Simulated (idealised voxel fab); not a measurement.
The following is a process module called voxel transistor to metal.
For reference, the cross-section in this document is cut, with width 290 nm and square cells of 5 nm.
Cross-section spec: square-cell grid; bands listed top down; each band is one or more rows. Top, bottom (nm), then materials left to right with widths (nm); lone material tagged "throughout" fills the whole band edge to edge; "blank" = empty space. Heights are reckoned from 0. Under this level, the received wafer is all of one material. The bottommost band is open-ended downward, for example "z 0 and below". Graded width ("30->40"): value in top row of band = first number; value in bottom row = second number; row-to-row change constant. For the purposes of this document, the phrase "no alterations made" attached to a step denotes that no cell within the cross-section was modified by that step. So "Cavities, sealed" is basically the list of trapped voids: any empty space of 8 cells or more that can't reach the top through an opening. They're written width x height at distance, the distance being from the left edge, and it's all nm. On each step's line, the part that comes after the settings is the simulator's own comment on the step. overlay nm: step with mask; distance mask lay right of planned place; negative value = left of planned place. In what follows, pairs of cross-sections are presented, each taken before and after one process step, with the after cross-section shown only down to the lowest band that was altered; the step, together with its settings, is stated below the pair. The pairs may stem from different runs of this module on the same starting wafer; accordingly, a pair should be taken as continuing from the one above it solely where its entry headed "Incoming profile" indicates as much.

-- Incoming profile
* z 65 to 60 = TiN (40); blank (5); TiN (70); blank (5); TiN (45); blank (5); TiN (70); blank (5); TiN (45)
* z 60 to 35 = lowk (35); TiN (5); blank (5); TiN (5); lowk (60); TiN (5); blank (5); TiN (5); lowk (35); TiN (5); blank (5); TiN (5); lowk (60); TiN (5); blank (5); TiN (5); lowk (40)
* z 35 to 30 = SiN (35); TiN (15); SiN (60); TiN (15); SiN (35); TiN (15); SiN (60); TiN (15); SiN (40)
* z 30 to 20 = SiO2 (35); TiN (5); Ru (5); TiN (5); SiO2 (60); TiN (5); Ru (5); TiN (5); SiO2 (35); TiN (5); Ru (5); TiN (5); SiO2 (60); TiN (5); Ru (5); TiN (5); SiO2 (40)
* z 20 to 0 = SiO2 (35); TiN (5); Ru (5); TiN (5); SiO2 (10); SiN (5); HfO2 (5); TiN (5); W (10); TiN (5); HfO2 (5); SiN (5); SiO2 (10); TiN (5); Ru (5); TiN (5); SiO2 (35); TiN (5); Ru (5); TiN (5); SiO2 (10); SiN (5); HfO2 (5); TiN (5); W (10); TiN (5); HfO2 (5); SiN (5); SiO2 (10); TiN (5); Ru (5); TiN (5); SiO2 (40)
* z 0 to -5 = SiO2 (20); SiN (5); SiO2 (10); TiN (5); Ru (5); TiN (5); SiGe (10); SiN (5); HfO2 (5); TiN (20); HfO2 (5); SiN (5); SiGe (10); TiN (5); Ru (5); TiN (5); SiO2 (10); SiN (5); SiO2 (5); SiN (5); SiO2 (10); TiN (5); Ru (5); TiN (5); SiGe (10); SiN (5); HfO2 (5); TiN (20); HfO2 (5); SiN (5); SiGe (10); TiN (5); Ru (5); TiN (5); SiO2 (10); SiN (5); SiO2 (25)
* z -5 to -10 = SiO2 (35); TiN (15); SiGe (10); HfO2 (40); SiGe (10); TiN (15); SiO2 (35); TiN (15); SiGe (10); HfO2 (40); SiGe (10); TiN (15); SiO2 (40)
* z -10 to -20 = SiO2 (30); SiGe (30); Si (40); SiGe (30); SiO2 (25); SiGe (30); Si (40); SiGe (30); SiO2 (35)
* z -20 to -30 = SiO2 (30); Si (100); SiO2 (25); Si (100); SiO2 (35)
* z -30 and below = Si throughout
* Cavities, sealed: none

-- Post-Process Section
* z 70 to 65 = Cu throughout
* z 65 to 60 = TiN (40); Cu (5); TiN (70); Cu (5); TiN (45); Cu (5); TiN (70); Cu (5); TiN (45)
* z 60 to 35 = lowk (35); TiN (5); Cu (5); TiN (5); lowk (60); TiN (5); Cu (5); TiN (5); lowk (35); TiN (5); Cu (5); TiN (5); lowk (60); TiN (5); Cu (5); TiN (5); lowk (40)
* Under the height 35 nothing was changed.
* Cavities, sealed: none
The cross-sections above show the structure before and after this step: FILL_DEP (material Cu; thk nm 5)

Incoming profile: Reference is made to the cross-section shown after the step in the pair directly above, which represents the state prior to this step.

-- Post-Process Section
* z 60 to 35 = lowk (35); TiN (5); Cu (5); TiN (5); lowk (60); TiN (5); Cu (5); TiN (5); lowk (35); TiN (5); Cu (5); TiN (5); lowk (60); TiN (5); Cu (5); TiN (5); lowk (40)
* Under the height 35 nothing was changed.
* Cavities, sealed: none
The cross-sections above show the structure before and after this step: CMP (height nm 60)

Incoming profile: Reference is made to the cross-section shown after the step in the pair directly above, which represents the state prior to this step.

-- Post-Process Section
* z 65 to 60 = SiN throughout
* Under the height 60 nothing was changed.
* Cavities, sealed: none
The cross-sections above show the structure before and after this step: CONFORMAL_DEP (material SiN; thk nm 5)

-- Incoming profile
* z 20 to 10 = aC throughout
* z 10 to 0 = SiN throughout
* z 0 to -5 = SiO2 throughout
* z -5 and below = Si throughout
* Cavities, sealed: none

-- Post-Process Section
* z 50 to 20 = blank (35); resist (100); blank (25); resist (100); blank (30)
* Under the height 20 nothing was changed.
* Cavities, sealed: none
The cross-sections above show the structure before and after this step: PATTERN (tone cover; mask id ACTIVE; material resist; width nm 100; pitch nm 125; thk nm 30; overlay nm 5)

Incoming profile: Reference is made to the cross-section shown after the step in the pair directly above, which represents the state prior to this step.

-- Post-Process Section
* z 40 to 20 = blank (35); resist (100); blank (25); resist (100); blank (30)
* z 20 to 10 = blank (35); aC (100); blank (25); aC (100); blank (30)
* Under the height 10 nothing was changed.
* Cavities, sealed: none
The cross-sections above show the structure before and after this step: DIRECTIONAL_ETCH (etch materials aC; depth nm 10)

Incoming profile: Reference is made to the cross-section shown after the step in the pair directly above, which represents the state prior to this step.

-- Post-Process Section
* z 20 to 10 = blank (35); aC (100); blank (25); aC (100); blank (30)
* Under the height 10 nothing was changed.
* Cavities, sealed: none
The cross-sections above show the structure before and after this step: STRIP (etch materials resist)

Incoming profile: Reference is made to the cross-section shown after the step in the pair directly above, which represents the state prior to this step.

-- Post-Process Section
* z 20 to 10 = blank (35); aC (100); blank (25); aC (100); blank (30)
* z 10 to 0 = blank (35); SiN (100); blank (25); SiN (100); blank (30)
* Under the height 0 nothing was changed.
* Cavities, sealed: none
The cross-sections above show the structure before and after this step: DIRECTIONAL_ETCH (etch materials SiN; depth nm 10)

Incoming profile: Reference is made to the cross-section shown after the step in the pair directly above, which represents the state prior to this step.

-- Post-Process Section
* z 20 to 10 = blank (35); aC (100); blank (25); aC (100); blank (30)
* z 10 to 0 = blank (35); SiN (100); blank (25); SiN (100); blank (30)
* z 0 to -5 = blank (35); SiO2 (100); blank (25); SiO2 (100); blank (30)
* Under the height -5 nothing was changed.
* Cavities, sealed: none
The cross-sections above show the structure before and after this step: DIRECTIONAL_ETCH (etch materials SiO2; depth nm 5)

Incoming profile: Reference is made to the cross-section shown after the step in the pair directly above, which represents the state prior to this step.

-- Post-Process Section
* z 20 to 10 = blank (35); aC (100); blank (25); aC (100); blank (30)
* z 10 to 0 = blank (35); SiN (100); blank (25); SiN (100); blank (30)
* z 0 to -5 = blank (35); SiO2 (100); blank (25); SiO2 (100); blank (30)
* z -5 to -25 = blank (35); Si (100); blank (25); Si (100); blank (30)
* Under the height -25 nothing was changed.
* Cavities, sealed: none
The cross-sections above show the structure before and after this step: DIRECTIONAL_ETCH (etch materials Si; depth nm 20)

Incoming profile: Reference is made to the cross-section shown after the step in the pair directly above, which represents the state prior to this step.

-- Post-Process Section
* z 10 to 0 = blank (35); SiN (100); blank (25); SiN (100); blank (30)
* Under the height 0 nothing was changed.
* Cavities, sealed: none
The cross-sections above show the structure before and after this step: STRIP (etch materials aC)

Incoming profile: Reference is made to the cross-section shown after the step in the pair directly above, which represents the state prior to this step.

-- Post-Process Section
* z 10 to 0 = blank (35); SiN (100); blank (25); SiN (100); blank (30)
* z 0 to -5 = blank (35); SiO2 (100); blank (25); SiO2 (100); blank (30)
* z -5 to -25 = blank (35); SiO2 (5); Si (90); SiO2 (5); blank (25); SiO2 (5); Si (90); SiO2 (5); blank (30)
* z -25 to -30 = SiO2 (40); Si (90); SiO2 (35); Si (90); SiO2 (35)
* Under the height -30 nothing was changed.
* Cavities, sealed: none
The cross-sections above show the structure before and after this step: OXIDIZE (depth nm 5)

Incoming profile: Reference is made to the cross-section shown after the step in the pair directly above, which represents the state prior to this step.

-- Post-Process Section
* z 15 to 10 = SiO2 throughout
* z 10 to 0 = SiO2 (35); SiN (100); SiO2 (25); SiN (100); SiO2 (30)
* z 0 to -5 = SiO2 throughout
* z -5 to -30 = SiO2 (40); Si (90); SiO2 (35); Si (90); SiO2 (35)
* Under the height -30 nothing was changed.
* Cavities, sealed: none
The cross-sections above show the structure before and after this step: FILL_DEP (material SiO2; thk nm 5)

Incoming profile: Reference is made to the cross-section shown after the step in the pair directly above, which represents the state prior to this step.

-- Post-Process Section
* z 10 to 0 = SiO2 (35); SiN (100); SiO2 (25); SiN (100); SiO2 (30)
* Under the height 0 nothing was changed.
* Cavities, sealed: none
The cross-sections above show the structure before and after this step: CMP (height nm 10)

Incoming profile: Reference is made to the cross-section shown after the step in the pair directly above, which represents the state prior to this step.

-- Post-Process Section
* z 10 to 5 = blank (35); SiN (100); blank (25); SiN (100); blank (30)
* Under the height 5 nothing was changed.
* Cavities, sealed: none
The cross-sections above show the structure before and after this step: SELECTIVE_ETCH (etch materials SiO2; depth nm 5)

Incoming profile: Reference is made to the cross-section shown after the step in the pair directly above, which represents the state prior to this step.

-- Post-Process Section
* z 5 to 0 = SiO2 (35); blank (100); SiO2 (25); blank (100); SiO2 (30)
* Under the height 0 nothing was changed.
* Cavities, sealed: none
The cross-sections above show the structure before and after this step: STRIP (etch materials SiN)

Incoming profile: Reference is made to the cross-section shown after the step in the pair directly above, which represents the state prior to this step.

-- Post-Process Section
* z 0 to -5 = SiO2 (30); blank (110); SiO2 (15); blank (110); SiO2 (25)
* Under the height -5 nothing was changed.
* Cavities, sealed: none
The cross-sections above show the structure before and after this step: SELECTIVE_ETCH (etch materials SiO2; depth nm 5)

Incoming profile: Reference is made to the cross-section shown after the step in the pair directly above, which represents the state prior to this step.

-- Post-Process Section
* z 0 to -5 = SiO2 (30); blank (110); SiO2 (15); blank (110); SiO2 (25)
* z -5 to -10 = SiO2 throughout
* Under the height -10 nothing was changed.
* Cavities, sealed: none
The cross-sections above show the structure before and after this step: OXIDIZE (depth nm 5)

Incoming profile: Reference is made to the cross-section shown after the step in the pair directly above, which represents the state prior to this step.

-- Post-Process Section
* z 30 to 25 = polySi (30); blank (110); polySi (15); blank (110); polySi (25)
* z 25 to 0 = polySi throughout
* z 0 to -5 = SiO2 (30); polySi (110); SiO2 (15); polySi (110); SiO2 (25)
* Under the height -5 nothing was changed.
* Cavities, sealed: none
The cross-sections above show the structure before and after this step: DIRECTIONAL_DEP (material polySi; thk nm 30)

Incoming profile: Reference is made to the cross-section shown after the step in the pair directly above, which represents the state prior to this step.

-- Post-Process Section
* z 40 to 35 = SiCN (30); blank (110); SiCN (15); blank (110); SiCN (25)
* z 35 to 30 = SiCN throughout
* z 30 to 25 = polySi (30); SiCN (110); polySi (15); SiCN (110); polySi (25)
* Under the height 25 nothing was changed.
* Cavities, sealed: none
The cross-sections above show the structure before and after this step: DIRECTIONAL_DEP (material SiCN; thk nm 10)

Incoming profile: Reference is made to the cross-section shown after the step in the pair directly above, which represents the state prior to this step.

-- Post-Process Section
* z 35 to 30 = blank (65); SiCN (30); blank (95); SiCN (30); blank (70)
* z 30 to 25 = polySi (30); blank (35); SiCN (30); blank (45); polySi (15); blank (35); SiCN (30); blank (45); polySi (25)
* Under the height 25 nothing was changed.
* Cavities, sealed: none
The cross-sections above show the structure before and after this step: MASKED_ETCH (tone cover; mask id GATE; width nm 30; pitch nm 125; etch materials SiCN; depth nm 20; overlay nm 0)

Incoming profile: Reference is made to the cross-section shown after the step in the pair directly above, which represents the state prior to this step.

-- Post-Process Section
* z 35 to 25 = blank (65); SiCN (30); blank (95); SiCN (30); blank (70)
* z 25 to 0 = blank (65); polySi (30); blank (95); polySi (30); blank (70)
* z 0 to -5 = SiO2 (30); blank (35); polySi (30); blank (45); SiO2 (15); blank (35); polySi (30); blank (45); SiO2 (25)
* Under the height -5 nothing was changed.
* Cavities, sealed: none
The cross-sections above show the structure before and after this step: MASKED_ETCH (tone cover; mask id GATE; width nm 30; pitch nm 125; etch materials polySi; depth nm 40; overlay nm 0)

Incoming profile: Reference is made to the cross-section shown after the step in the pair directly above, which represents the state prior to this step.

-- Post-Process Section
* z 40 to 35 = blank (60); SiN (40); blank (85); SiN (40); blank (65)
* z 35 to 25 = blank (60); SiN (5); SiCN (30); SiN (5); blank (85); SiN (5); SiCN (30); SiN (5); blank (65)
* z 25 to 5 = blank (60); SiN (5); polySi (30); SiN (5); blank (85); SiN (5); polySi (30); SiN (5); blank (65)
* z 5 to 0 = SiN (35); blank (25); SiN (5); polySi (30); SiN (5); blank (35); SiN (25); blank (25); SiN (5); polySi (30); SiN (5); blank (35); SiN (30)
* z 0 to -5 = SiO2 (30); SiN (35); polySi (30); SiN (45); SiO2 (15); SiN (35); polySi (30); SiN (45); SiO2 (25)
* Under the height -5 nothing was changed.
* Cavities, sealed: none
The cross-sections above show the structure before and after this step: CONFORMAL_DEP (material SiN; thk nm 5)

Incoming profile: Reference is made to the cross-section shown after the step in the pair directly above, which represents the state prior to this step.

-- Post-Process Section
* z 35 to 25 = blank (60); SiN (5); SiCN (30); SiN (5); blank (85); SiN (5); SiCN (30); SiN (5); blank (65)
* z 25 to 0 = blank (60); SiN (5); polySi (30); SiN (5); blank (85); SiN (5); polySi (30); SiN (5); blank (65)
* z 0 to -5 = SiO2 (30); SiN (5); blank (25); SiN (5); polySi (30); SiN (5); blank (35); SiN (5); SiO2 (15); SiN (5); blank (25); SiN (5); polySi (30); SiN (5); blank (35); SiN (5); SiO2 (25)
* Under the height -5 nothing was changed.
* Cavities, sealed: none
The cross-sections above show the structure before and after this step: DIRECTIONAL_ETCH (etch materials SiN; depth nm 5)

Incoming profile: Reference is made to the cross-section shown after the step in the pair directly above, which represents the state prior to this step.

-- Post-Process Section
* z 35 to 25 = blank (60); SiN (5); SiCN (30); SiN (5); blank (85); SiN (5); SiCN (30); SiN (5); blank (65)
* z 25 to 0 = blank (60); SiN (5); polySi (30); SiN (5); blank (85); SiN (5); polySi (30); SiN (5); blank (65)
* z 0 to -5 = blank (30); SiN (5); blank (25); SiN (5); polySi (30); SiN (5); blank (35); SiN (5); blank (15); SiN (5); blank (25); SiN (5); polySi (30); SiN (5); blank (35); SiN (5); blank (25)
* z -5 to -10 = SiO2 (35); blank (25); SiO2 (40); blank (35); SiO2 (25); blank (25); SiO2 (40); blank (35); SiO2 (30)
* Under the height -10 nothing was changed.
* Cavities, sealed: none
The cross-sections above show the structure before and after this step: DIRECTIONAL_ETCH (etch materials SiO2; depth nm 5)

Incoming profile: Reference is made to the cross-section shown after the step in the pair directly above, which represents the state prior to this step.

-- Post-Process Section
* z 35 to 25 = blank (60); SiN (5); SiCN (30); SiN (5); blank (85); SiN (5); SiCN (30); SiN (5); blank (65)
* z 25 to 0 = blank (60); SiN (5); polySi (30); SiN (5); blank (85); SiN (5); polySi (30); SiN (5); blank (65)
* z 0 to -5 = blank (30); SiN (5); blank (25); SiN (5); polySi (30); SiN (5); blank (35); SiN (5); blank (15); SiN (5); blank (25); SiN (5); polySi (30); SiN (5); blank (35); SiN (5); blank (25)
* z -5 to -10 = SiO2 (35); blank (25); SiO2 (40); blank (35); SiO2 (25); blank (25); SiO2 (40); blank (35); SiO2 (30)
* z -10 to -20 = SiO2 (40); blank (20); Si (40); blank (30); SiO2 (35); blank (20); Si (40); blank (30); SiO2 (35)
* Under the height -20 nothing was changed.
* Cavities, sealed: none
The cross-sections above show the structure before and after this step: DIRECTIONAL_ETCH (etch materials Si; depth nm 10)

Incoming profile: Reference is made to the cross-section shown after the step in the pair directly above, which represents the state prior to this step.

-- Post-Process Section
* z 35 to 25 = blank (60); SiN (5); SiCN (30); SiN (5); blank (85); SiN (5); SiCN (30); SiN (5); blank (65)
* z 25 to 0 = blank (60); SiN (5); polySi (30); SiN (5); blank (85); SiN (5); polySi (30); SiN (5); blank (65)
* z 0 to -5 = blank (30); SiN (5); blank (15); SiGe (10); SiN (5); polySi (30); SiN (5); SiGe (10); blank (25); SiN (5); blank (15); SiN (5); blank (15); SiGe (10); SiN (5); polySi (30); SiN (5); SiGe (10); blank (25); SiN (5); blank (25)
* z -5 to -10 = SiO2 (35); blank (15); SiGe (10); SiO2 (40); SiGe (10); blank (25); SiO2 (25); blank (15); SiGe (10); SiO2 (40); SiGe (10); blank (25); SiO2 (30)
* z -10 to -20 = SiO2 (40); SiGe (20); Si (40); SiGe (30); SiO2 (35); SiGe (20); Si (40); SiGe (30); SiO2 (35)
* Under the height -20 nothing was changed.
* Cavities, sealed: none
The cross-sections above show the structure before and after this step: EPI (material SiGe; thk nm 10)

Incoming profile: Reference is made to the cross-section shown after the step in the pair directly above, which represents the state prior to this step.

-- Post-Process Section
* z 40 to 35 = SiO2 throughout
* z 35 to 25 = SiO2 (60); SiN (5); SiCN (30); SiN (5); SiO2 (85); SiN (5); SiCN (30); SiN (5); SiO2 (65)
* z 25 to 0 = SiO2 (60); SiN (5); polySi (30); SiN (5); SiO2 (85); SiN (5); polySi (30); SiN (5); SiO2 (65)
* z 0 to -5 = SiO2 (30); SiN (5); SiO2 (15); SiGe (10); SiN (5); polySi (30); SiN (5); SiGe (10); SiO2 (25); SiN (5); SiO2 (15); SiN (5); SiO2 (15); SiGe (10); SiN (5); polySi (30); SiN (5); SiGe (10); SiO2 (25); SiN (5); SiO2 (25)
* z -5 to -10 = SiO2 (50); SiGe (10); SiO2 (40); SiGe (10); SiO2 (65); SiGe (10); SiO2 (40); SiGe (10); SiO2 (55)
* Under the height -10 nothing was changed.
* Cavities, sealed: none
The cross-sections above show the structure before and after this step: FILL_DEP (material SiO2; thk nm 5)

Incoming profile: Reference is made to the cross-section shown after the step in the pair directly above, which represents the state prior to this step.

-- Post-Process Section
* z 25 to 0 = SiO2 (60); SiN (5); polySi (30); SiN (5); SiO2 (85); SiN (5); polySi (30); SiN (5); SiO2 (65)
* Under the height 0 nothing was changed.
* Cavities, sealed: none
The cross-sections above show the structure before and after this step: CMP (height nm 25)

Incoming profile: Reference is made to the cross-section shown after the step in the pair directly above, which represents the state prior to this step.

-- Post-Process Section
* z 25 to 0 = SiO2 (60); SiN (5); blank (30); SiN (5); SiO2 (85); SiN (5); blank (30); SiN (5); SiO2 (65)
* z 0 to -5 = SiO2 (30); SiN (5); SiO2 (15); SiGe (10); SiN (5); blank (30); SiN (5); SiGe (10); SiO2 (25); SiN (5); SiO2 (15); SiN (5); SiO2 (15); SiGe (10); SiN (5); blank (30); SiN (5); SiGe (10); SiO2 (25); SiN (5); SiO2 (25)
* Under the height -5 nothing was changed.
* Cavities, sealed: none
The cross-sections above show the structure before and after this step: STRIP (etch materials polySi)

Incoming profile: Reference is made to the cross-section shown after the step in the pair directly above, which represents the state prior to this step.

-- Post-Process Section
* z 25 to 20 = blank (60); SiN (5); blank (30); SiN (5); blank (85); SiN (5); blank (30); SiN (5); blank (65)
* z 20 to 0 = SiO2 (60); SiN (5); blank (30); SiN (5); SiO2 (85); SiN (5); blank (30); SiN (5); SiO2 (65)
* z 0 to -5 = SiO2 (30); SiN (5); SiO2 (15); SiGe (10); SiN (5); blank (30); SiN (5); SiGe (10); SiO2 (25); SiN (5); SiO2 (15); SiN (5); SiO2 (15); SiGe (10); SiN (5); blank (30); SiN (5); SiGe (10); SiO2 (25); SiN (5); SiO2 (25)
* z -5 to -10 = SiO2 (50); SiGe (10); blank (40); SiGe (10); SiO2 (65); SiGe (10); blank (40); SiGe (10); SiO2 (55)
* Under the height -10 nothing was changed.
* Cavities, sealed: none
The cross-sections above show the structure before and after this step: SELECTIVE_ETCH (etch materials SiO2; depth nm 5)

Incoming profile: Reference is made to the cross-section shown after the step in the pair directly above, which represents the state prior to this step.

-- Post-Process Section
* z 30 to 25 = blank (55); HfO2 (15); blank (20); HfO2 (15); blank (75); HfO2 (15); blank (20); HfO2 (15); blank (60)
* z 25 to 20 = HfO2 (60); SiN (5); HfO2 (5); blank (20); HfO2 (5); SiN (5); HfO2 (85); SiN (5); HfO2 (5); blank (20); HfO2 (5); SiN (5); HfO2 (65)
* z 20 to 0 = SiO2 (60); SiN (5); HfO2 (5); blank (20); HfO2 (5); SiN (5); SiO2 (85); SiN (5); HfO2 (5); blank (20); HfO2 (5); SiN (5); SiO2 (65)
* z 0 to -5 = SiO2 (30); SiN (5); SiO2 (15); SiGe (10); SiN (5); HfO2 (5); blank (20); HfO2 (5); SiN (5); SiGe (10); SiO2 (25); SiN (5); SiO2 (15); SiN (5); SiO2 (15); SiGe (10); SiN (5); HfO2 (5); blank (20); HfO2 (5); SiN (5); SiGe (10); SiO2 (25); SiN (5); SiO2 (25)
* z -5 to -10 = SiO2 (50); SiGe (10); HfO2 (40); SiGe (10); SiO2 (65); SiGe (10); HfO2 (40); SiGe (10); SiO2 (55)
* Under the height -10 nothing was changed.
* Cavities, sealed: none
The cross-sections above show the structure before and after this step: CONFORMAL_DEP (material HfO2; thk nm 5)

Incoming profile: Reference is made to the cross-section shown after the step in the pair directly above, which represents the state prior to this step.

-- Post-Process Section
* z 35 to 30 = blank (50); TiN (25); blank (10); TiN (25); blank (65); TiN (25); blank (10); TiN (25); blank (55)
* z 30 to 25 = TiN (55); HfO2 (15); TiN (5); blank (10); TiN (5); HfO2 (15); TiN (75); HfO2 (15); TiN (5); blank (10); TiN (5); HfO2 (15); TiN (60)
* z 25 to 20 = HfO2 (60); SiN (5); HfO2 (5); TiN (5); blank (10); TiN (5); HfO2 (5); SiN (5); HfO2 (85); SiN (5); HfO2 (5); TiN (5); blank (10); TiN (5); HfO2 (5); SiN (5); HfO2 (65)
* z 20 to 0 = SiO2 (60); SiN (5); HfO2 (5); TiN (5); blank (10); TiN (5); HfO2 (5); SiN (5); SiO2 (85); SiN (5); HfO2 (5); TiN (5); blank (10); TiN (5); HfO2 (5); SiN (5); SiO2 (65)
* z 0 to -5 = SiO2 (30); SiN (5); SiO2 (15); SiGe (10); SiN (5); HfO2 (5); TiN (20); HfO2 (5); SiN (5); SiGe (10); SiO2 (25); SiN (5); SiO2 (15); SiN (5); SiO2 (15); SiGe (10); SiN (5); HfO2 (5); TiN (20); HfO2 (5); SiN (5); SiGe (10); SiO2 (25); SiN (5); SiO2 (25)
* Under the height -5 nothing was changed.
* Cavities, sealed: none
The cross-sections above show the structure before and after this step: CONFORMAL_DEP (material TiN; thk nm 5)

Incoming profile: Reference is made to the cross-section shown after the step in the pair directly above, which represents the state prior to this step.

-- Post-Process Section
* z 40 to 35 = W throughout
* z 35 to 30 = W (50); TiN (25); W (10); TiN (25); W (65); TiN (25); W (10); TiN (25); W (55)
* z 30 to 25 = TiN (55); HfO2 (15); TiN (5); W (10); TiN (5); HfO2 (15); TiN (75); HfO2 (15); TiN (5); W (10); TiN (5); HfO2 (15); TiN (60)
* z 25 to 20 = HfO2 (60); SiN (5); HfO2 (5); TiN (5); W (10); TiN (5); HfO2 (5); SiN (5); HfO2 (85); SiN (5); HfO2 (5); TiN (5); W (10); TiN (5); HfO2 (5); SiN (5); HfO2 (65)
* z 20 to 0 = SiO2 (60); SiN (5); HfO2 (5); TiN (5); W (10); TiN (5); HfO2 (5); SiN (5); SiO2 (85); SiN (5); HfO2 (5); TiN (5); W (10); TiN (5); HfO2 (5); SiN (5); SiO2 (65)
* Under the height 0 nothing was changed.
* Cavities, sealed: none
The cross-sections above show the structure before and after this step: FILL_DEP (material W; thk nm 5)

Incoming profile: Reference is made to the cross-section shown after the step in the pair directly above, which represents the state prior to this step.

-- Post-Process Section
* z 20 to 0 = SiO2 (60); SiN (5); HfO2 (5); TiN (5); W (10); TiN (5); HfO2 (5); SiN (5); SiO2 (85); SiN (5); HfO2 (5); TiN (5); W (10); TiN (5); HfO2 (5); SiN (5); SiO2 (65)
* Under the height 0 nothing was changed.
* Cavities, sealed: none
The cross-sections above show the structure before and after this step: CMP (height nm 20)

Incoming profile: Reference is made to the cross-section shown after the step in the pair directly above, which represents the state prior to this step.

-- Post-Process Section
* z 30 to 20 = SiO2 throughout
* Under the height 20 nothing was changed.
* Cavities, sealed: none
The cross-sections above show the structure before and after this step: DIRECTIONAL_DEP (material SiO2; thk nm 10)

Incoming profile: Reference is made to the cross-section shown after the step in the pair directly above, which represents the state prior to this step.

-- Post-Process Section
* z 45 to 30 = aC throughout
* Under the height 30 nothing was changed.
* Cavities, sealed: none
The cross-sections above show the structure before and after this step: DIRECTIONAL_DEP (material aC; thk nm 15)

Incoming profile: Reference is made to the cross-section shown after the step in the pair directly above, which represents the state prior to this step.

-- Post-Process Section
* z 75 to 45 = resist (35); blank (15); resist (60); blank (15); resist (35); blank (15); resist (60); blank (15); resist (40)
* Under the height 45 nothing was changed.
* Cavities, sealed: none
The cross-sections above show the structure before and after this step: PATTERN (tone open; mask id CONTACT; material resist; width nm 15; thk nm 30; overlay nm 0)

Incoming profile: Reference is made to the cross-section shown after the step in the pair directly above, which represents the state prior to this step.

-- Post-Process Section
* z 60 to 45 = resist (35); blank (15); resist (60); blank (15); resist (35); blank (15); resist (60); blank (15); resist (40)
* z 45 to 30 = aC (35); blank (15); aC (60); blank (15); aC (35); blank (15); aC (60); blank (15); aC (40)
* Under the height 30 nothing was changed.
* Cavities, sealed: none
The cross-sections above show the structure before and after this step: DIRECTIONAL_ETCH (etch materials aC; depth nm 15)

Incoming profile: Reference is made to the cross-section shown after the step in the pair directly above, which represents the state prior to this step.

-- Post-Process Section
* z 45 to 30 = aC (35); blank (15); aC (60); blank (15); aC (35); blank (15); aC (60); blank (15); aC (40)
* Under the height 30 nothing was changed.
* Cavities, sealed: none
The cross-sections above show the structure before and after this step: STRIP (etch materials resist)

Incoming profile: Reference is made to the cross-section shown after the step in the pair directly above, which represents the state prior to this step.

-- Post-Process Section
* z 45 to 30 = aC (35); blank (15); aC (60); blank (15); aC (35); blank (15); aC (60); blank (15); aC (40)
* z 30 to 20 = SiO2 (35); blank (15); SiO2 (60); blank (15); SiO2 (35); blank (15); SiO2 (60); blank (15); SiO2 (40)
* z 20 to 0 = SiO2 (35); blank (15); SiO2 (10); SiN (5); HfO2 (5); TiN (5); W (10); TiN (5); HfO2 (5); SiN (5); SiO2 (10); blank (15); SiO2 (35); blank (15); SiO2 (10); SiN (5); HfO2 (5); TiN (5); W (10); TiN (5); HfO2 (5); SiN (5); SiO2 (10); blank (15); SiO2 (40)
* z 0 to -5 = SiO2 (30); SiN (5); blank (15); SiGe (10); SiN (5); HfO2 (5); TiN (20); HfO2 (5); SiN (5); SiGe (10); blank (15); SiO2 (10); SiN (5); SiO2 (15); SiN (5); blank (15); SiGe (10); SiN (5); HfO2 (5); TiN (20); HfO2 (5); SiN (5); SiGe (10); blank (15); SiO2 (10); SiN (5); SiO2 (25)
* z -5 to -10 = SiO2 (35); blank (15); SiGe (10); HfO2 (40); SiGe (10); blank (15); SiO2 (35); blank (15); SiGe (10); HfO2 (40); SiGe (10); blank (15); SiO2 (40)
* Under the height -10 nothing was changed.
* Cavities, sealed: none
The cross-sections above show the structure before and after this step: DIRECTIONAL_ETCH (etch materials SiO2; depth nm 40)

Incoming profile: Reference is made to the cross-section shown after the step in the pair directly above, which represents the state prior to this step.

-- Post-Process Section
* z 30 to 20 = SiO2 (35); blank (15); SiO2 (60); blank (15); SiO2 (35); blank (15); SiO2 (60); blank (15); SiO2 (40)
* Under the height 20 nothing was changed.
* Cavities, sealed: none
The cross-sections above show the structure before and after this step: STRIP (etch materials aC)

Incoming profile: Reference is made to the cross-section shown after the step in the pair directly above, which represents the state prior to this step.

-- Post-Process Section
* z 35 to 30 = TiN (40); blank (5); TiN (70); blank (5); TiN (45); blank (5); TiN (70); blank (5); TiN (45)
* z 30 to 20 = SiO2 (35); TiN (5); blank (5); TiN (5); SiO2 (60); TiN (5); blank (5); TiN (5); SiO2 (35); TiN (5); blank (5); TiN (5); SiO2 (60); TiN (5); blank (5); TiN (5); SiO2 (40)
* z 20 to 0 = SiO2 (35); TiN (5); blank (5); TiN (5); SiO2 (10); SiN (5); HfO2 (5); TiN (5); W (10); TiN (5); HfO2 (5); SiN (5); SiO2 (10); TiN (5); blank (5); TiN (5); SiO2 (35); TiN (5); blank (5); TiN (5); SiO2 (10); SiN (5); HfO2 (5); TiN (5); W (10); TiN (5); HfO2 (5); SiN (5); SiO2 (10); TiN (5); blank (5); TiN (5); SiO2 (40)
* z 0 to -5 = SiO2 (30); SiN (5); TiN (5); blank (5); TiN (5); SiGe (10); SiN (5); HfO2 (5); TiN (20); HfO2 (5); SiN (5); SiGe (10); TiN (5); blank (5); TiN (5); SiO2 (10); SiN (5); SiO2 (15); SiN (5); TiN (5); blank (5); TiN (5); SiGe (10); SiN (5); HfO2 (5); TiN (20); HfO2 (5); SiN (5); SiGe (10); TiN (5); blank (5); TiN (5); SiO2 (10); SiN (5); SiO2 (25)
* z -5 to -10 = SiO2 (35); TiN (15); SiGe (10); HfO2 (40); SiGe (10); TiN (15); SiO2 (35); TiN (15); SiGe (10); HfO2 (40); SiGe (10); TiN (15); SiO2 (40)
* Under the height -10 nothing was changed.
* Cavities, sealed: none
The cross-sections above show the structure before and after this step: CONFORMAL_DEP (material TiN; thk nm 5)
